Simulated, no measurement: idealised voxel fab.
The process module presented herein is designated voxel self aligned contacts.
The figure presents cross-section cut, which has a width of 205 nm and is divided into square cells with an edge length of 5 nm.
The cross-sections in this document take the form of a grid made of square cells. They are written out as bands, in order from top to bottom. Each band consists of one or more rows of cells.
Band: top height; bottom height; in nm. Then, left to right: material with width in nm, for each material. "edge to edge": a single material spanning edge to edge. "empty": empty space.
All heights in this document are referenced to 0, defined as the level beneath which the wafer, as received, consists entirely of one material. The lowest band is not bounded below; it extends indefinitely downward and is written in the form "top 0, no bottom".
Width: "30->40" (first number = top row, second number = bottom row, same change from row to row of cells).
"remains unaltered" (step): cross-section cells unchanged, all of them.
In "Sealed internal voids" the enclosed voids are listed, meaning empty spaces of 8 cells or larger without any opening to the top. The form is width x height at distance, distance from the left edge, units nm.
Anything after a step's settings on that line? It's the simulator's own note about the step.
For masked steps, "overlay nm" on the step line gives how far right of plan the mask actually lay; a minus sign means it lay to the left.
# The planned process steps are enumerated hereunder
- 1: RECEIVE (material Si)
- 2: OXIDIZE (depth nm 5)
- 3: DIRECTIONAL_DEP (material polySi; thk nm 30)
- 4: DIRECTIONAL_DEP (material SiN; thk nm 20)
- 5: MASKED_ETCH (tone cover; mask id GATE; width nm 25; pitch nm 60; etch materials SiN; depth nm 20; overlay nm 0)
- 6: MASKED_ETCH (tone cover; mask id GATE; width nm 25; pitch nm 60; etch materials polySi; depth nm 30; overlay nm 0)
- 7: CONFORMAL_DEP (material SiN; thk nm 5)
- 8: DIRECTIONAL_ETCH (etch materials SiN; depth nm 5)
- 9: FILL_DEP (material SiO2; thk nm 20)
- 10: CMP (height nm 60)
- 11: PATTERN (tone open; mask id CONTACT; material resist; width nm 45; thk nm 20; overlay nm 0)
- 12: DIRECTIONAL_ETCH (etch materials SiO2; depth nm 65)
- 13: STRIP (etch materials resist)
- 14: CONFORMAL_DEP (material TiN; thk nm 5)
- 15: FILL_DEP (material W; thk nm 5)
- 16: CMP (height nm 60)
- 17: CONFORMAL_DEP (material SiN; thk nm 5)
# Account of the first of two wafers, which was processed as intended
# Step 1 complete: cross-section of the wafer as received
	top 0, no bottom: Si edge to edge
	Sealed internal voids: none
# Cross-section of the wafer after step 2
	top 0, bottom -5: SiO2 edge to edge
	For the remainder of the cross-section, below -5, there is no change.
# Cross-section of the wafer after step 3
	top 30, bottom 0: polySi edge to edge
	For the remainder of the cross-section, below 0, there is no change.
# Cross-section of the wafer after step 4
	top 50, bottom 30: SiN edge to edge
	For the remainder of the cross-section, below 30, there is no change.
# Cross-section of the wafer after step 5
	top 50, bottom 30: empty 60 nm  SiN 25 nm  empty 35 nm  SiN 25 nm  empty 60 nm
	For the remainder of the cross-section, below 30, there is no change.
# Cross-section of the wafer after step 6
	top 50, bottom 30: empty 60 nm  SiN 25 nm  empty 35 nm  SiN 25 nm  empty 60 nm
	top 30, bottom 0: empty 60 nm  polySi 25 nm  empty 35 nm  polySi 25 nm  empty 60 nm
	For the remainder of the cross-section, below 0, there is no change.
# Cross-section of the wafer after step 7
	top 55, bottom 30: empty 55 nm  SiN 35 nm  empty 25 nm  SiN 35 nm  empty 55 nm
	top 30, bottom 5: empty 55 nm  SiN 5 nm  polySi 25 nm  SiN 5 nm  empty 25 nm  SiN 5 nm  polySi 25 nm  SiN 5 nm  empty 55 nm
	top 5, bottom 0: SiN 60 nm  polySi 25 nm  SiN 35 nm  polySi 25 nm  SiN 60 nm
	For the remainder of the cross-section, below 0, there is no change.
# Cross-section of the wafer after step 8
	top 50, bottom 30: empty 55 nm  SiN 35 nm  empty 25 nm  SiN 35 nm  empty 55 nm
	top 30, bottom 0: empty 55 nm  SiN 5 nm  polySi 25 nm  SiN 5 nm  empty 25 nm  SiN 5 nm  polySi 25 nm  SiN 5 nm  empty 55 nm
	For the remainder of the cross-section, below 0, there is no change.
# Cross-section of the wafer after step 9
	top 70, bottom 50: SiO2 edge to edge
	top 50, bottom 30: SiO2 55 nm  SiN 35 nm  SiO2 25 nm  SiN 35 nm  SiO2 55 nm
	top 30, bottom 0: SiO2 55 nm  SiN 5 nm  polySi 25 nm  SiN 5 nm  SiO2 25 nm  SiN 5 nm  polySi 25 nm  SiN 5 nm  SiO2 55 nm
	For the remainder of the cross-section, below 0, there is no change.
# Cross-section of the wafer after step 10
	top 60, bottom 50: SiO2 edge to edge
	For the remainder of the cross-section, below 50, there is no change.
# Cross-section of the wafer after step 11
	top 80, bottom 60: resist 80 nm  empty 45 nm  resist 80 nm
	For the remainder of the cross-section, below 60, there is no change.
# Cross-section of the wafer after step 12
	top 80, bottom 60: resist 80 nm  empty 45 nm  resist 80 nm
	top 60, bottom 50: SiO2 80 nm  empty 45 nm  SiO2 80 nm
	top 50, bottom 30: SiO2 55 nm  SiN 35 nm  empty 25 nm  SiN 35 nm  SiO2 55 nm
	top 30, bottom 0: SiO2 55 nm  SiN 5 nm  polySi 25 nm  SiN 5 nm  empty 25 nm  SiN 5 nm  polySi 25 nm  SiN 5 nm  SiO2 55 nm
	top 0, bottom -5: SiO2 90 nm  empty 25 nm  SiO2 90 nm
	For the remainder of the cross-section, below -5, there is no change.
# Cross-section of the wafer after step 13
	top 60, bottom 50: SiO2 80 nm  empty 45 nm  SiO2 80 nm
	For the remainder of the cross-section, below 50, there is no change.
# Cross-section of the wafer after step 14
	top 65, bottom 60: TiN 85 nm  empty 35 nm  TiN 85 nm
	top 60, bottom 50: SiO2 80 nm  TiN 5->15 nm  empty 35->15 nm  TiN 5->15 nm  SiO2 80 nm
	top 50, bottom 30: SiO2 55 nm  SiN 35 nm  TiN 5 nm  empty 15 nm  TiN 5 nm  SiN 35 nm  SiO2 55 nm
	top 30, bottom 0: SiO2 55 nm  SiN 5 nm  polySi 25 nm  SiN 5 nm  TiN 5 nm  empty 15 nm  TiN 5 nm  SiN 5 nm  polySi 25 nm  SiN 5 nm  SiO2 55 nm
	top 0, bottom -5: SiO2 90 nm  TiN 25 nm  SiO2 90 nm
	For the remainder of the cross-section, below -5, there is no change.
# Cross-section of the wafer after step 15
	top 70, bottom 65: W edge to edge
	top 65, bottom 60: TiN 85 nm  W 35 nm  TiN 85 nm
	top 60, bottom 50: SiO2 80 nm  TiN 5->15 nm  W 35->15 nm  TiN 5->15 nm  SiO2 80 nm
	top 50, bottom 30: SiO2 55 nm  SiN 35 nm  TiN 5 nm  W 15 nm  TiN 5 nm  SiN 35 nm  SiO2 55 nm
	top 30, bottom 0: SiO2 55 nm  SiN 5 nm  polySi 25 nm  SiN 5 nm  TiN 5 nm  W 15 nm  TiN 5 nm  SiN 5 nm  polySi 25 nm  SiN 5 nm  SiO2 55 nm
	For the remainder of the cross-section, below 0, there is no change.
# Cross-section of the wafer after step 16
	top 60, bottom 50: SiO2 80 nm  TiN 5->15 nm  W 35->15 nm  TiN 5->15 nm  SiO2 80 nm
	For the remainder of the cross-section, below 50, there is no change.
# Cross-section of the wafer after step 17
	top 65, bottom 60: SiN edge to edge
	For the remainder of the cross-section, below 60, there is no change.
# Second wafer - shared start and plan with the first - one error in running - same as the first up to step 9 inclusive
# Look at the second wafer in cross-section at the time step 10 ought to have finished
	top 55, bottom 50: SiO2 edge to edge
	For the remainder of the cross-section, below 50, there is no change.
# Look at the second wafer in cross-section at the time step 11 ought to have finished
	top 75, bottom 55: resist 80 nm  empty 45 nm  resist 80 nm
	For the remainder of the cross-section, below 55, there is no change.
# Look at the second wafer in cross-section at the time step 12 ought to have finished
	top 75, bottom 55: resist 80 nm  empty 45 nm  resist 80 nm
	top 55, bottom 50: SiO2 80 nm  empty 45 nm  SiO2 80 nm
	top 50, bottom 30: SiO2 55 nm  SiN 35 nm  empty 25 nm  SiN 35 nm  SiO2 55 nm
	top 30, bottom 0: SiO2 55 nm  SiN 5 nm  polySi 25 nm  SiN 5 nm  empty 25 nm  SiN 5 nm  polySi 25 nm  SiN 5 nm  SiO2 55 nm
	top 0, bottom -5: SiO2 90 nm  empty 25 nm  SiO2 90 nm
	For the remainder of the cross-section, below -5, there is no change.
# Look at the second wafer in cross-section at the time step 13 ought to have finished
	top 55, bottom 50: SiO2 80 nm  empty 45 nm  SiO2 80 nm
	For the remainder of the cross-section, below 50, there is no change.
# Look at the second wafer in cross-section at the time step 14 ought to have finished
	top 60, bottom 55: TiN 85 nm  empty 35 nm  TiN 85 nm
	top 55, bottom 50: SiO2 80 nm  TiN 15 nm  empty 15 nm  TiN 15 nm  SiO2 80 nm
	top 50, bottom 30: SiO2 55 nm  SiN 35 nm  TiN 5 nm  empty 15 nm  TiN 5 nm  SiN 35 nm  SiO2 55 nm
	top 30, bottom 0: SiO2 55 nm  SiN 5 nm  polySi 25 nm  SiN 5 nm  TiN 5 nm  empty 15 nm  TiN 5 nm  SiN 5 nm  polySi 25 nm  SiN 5 nm  SiO2 55 nm
	top 0, bottom -5: SiO2 90 nm  TiN 25 nm  SiO2 90 nm
	For the remainder of the cross-section, below -5, there is no change.
# Look at the second wafer in cross-section at the time step 15 ought to have finished
	top 65, bottom 60: W edge to edge
	top 60, bottom 55: TiN 85 nm  W 35 nm  TiN 85 nm
	top 55, bottom 50: SiO2 80 nm  TiN 15 nm  W 15 nm  TiN 15 nm  SiO2 80 nm
	top 50, bottom 30: SiO2 55 nm  SiN 35 nm  TiN 5 nm  W 15 nm  TiN 5 nm  SiN 35 nm  SiO2 55 nm
	top 30, bottom 0: SiO2 55 nm  SiN 5 nm  polySi 25 nm  SiN 5 nm  TiN 5 nm  W 15 nm  TiN 5 nm  SiN 5 nm  polySi 25 nm  SiN 5 nm  SiO2 55 nm
	For the remainder of the cross-section, below 0, there is no change.
# Look at the second wafer in cross-section at the time step 16 ought to have finished
	top 60, bottom 55: TiN 85 nm  W 35 nm  TiN 85 nm
	For the remainder of the cross-section, below 55, there is no change.
# Look at the second wafer in cross-section at the time step 17 ought to have finished
	top 65, bottom 60: SiN edge to edge
	For the remainder of the cross-section, below 60, there is no change.
Plan not followed: step 10 ran with different settings than intended, the actual operation and settings being CMP (height nm 55)
Counted in cells at the end, the second wafer holds more or fewer of these materials than the first: 32 fewer of SiO2 | 32 more of TiN
